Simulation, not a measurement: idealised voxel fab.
process module | voxel trench capacitor
cross-section cut | 195 nm wide | cells 5 nm
A cross-section is a grid of square cells, given in bands from the top down. A band is one or more rows of cells.
Each band's line starts with the height of the band's top and of its bottom, in nm. Then come its materials from left to right, each with its width in nm. One material with "throughout" fills the band from edge to edge. "air" is empty space.
Height 0 is the level under which the wafer as received is all one material. The lowest band goes on downwards, as in "0 down".
A width such as "30 to 40" changes by the same amount from each row of cells to the next, from the band's top row to its bottom row.
"no change" after a step means that no cell of the cross-section changed.
closed voids: empty space of 8 cells or more with no open way to the top, each as width x height at its distance from the left edge, in nm
after a step's settings: what the simulator itself notes on the step
overlay nm, on a step with a mask: how far to the right of its planned place the mask lay; to the left if negative
plan
1 op RECEIVE | material Si
2 op CONFORMAL_DEP | material SiN | thk nm 5
3 op DIRECTIONAL_DEP | material aC | thk nm 15
4 op PATTERN | tone open | mask id TRENCH | material resist | width nm 25 | pitch nm 50 | thk nm 30 | overlay nm 0
5 op DIRECTIONAL_ETCH | etch materials aC | depth nm 15
6 op STRIP | etch materials resist
7 op DIRECTIONAL_ETCH | etch materials SiN | depth nm 5
8 op DIRECTIONAL_ETCH | etch materials Si | depth nm 30
9 op STRIP | etch materials aC
10 op CONFORMAL_DEP | material Al2O3 | thk nm 5
11 op CONFORMAL_DEP | material TiN | thk nm 5
12 op FILL_DEP | material W | thk nm 10
13 op CMP | height nm 5
varied across the wafers: depth nm of step 8. The plan shows the first wafer's value. All wafers start alike
first wafer as received, after step 1
  0 down: Si throughout
  closed voids: none
each wafer at the end: cells of each material gained (+) or lost (-) since it was received, then its closed voids
depth nm 30 | +51 Al2O3 | -90 Si | +24 SiN | +39 TiN | +15 W | closed voids: none
depth nm 35 | +57 Al2O3 | -105 Si | +24 SiN | +45 TiN | +18 W | closed voids: none
depth nm 40 | +63 Al2O3 | -120 Si | +24 SiN | +51 TiN | +21 W | closed voids: none
depth nm 45 | +69 Al2O3 | -135 Si | +24 SiN | +57 TiN | +24 W | closed voids: none
depth nm 50 | +75 Al2O3 | -150 Si | +24 SiN | +63 TiN | +27 W | closed voids: none
depth nm 55 | +81 Al2O3 | -165 Si | +24 SiN | +69 TiN | +30 W | closed voids: none
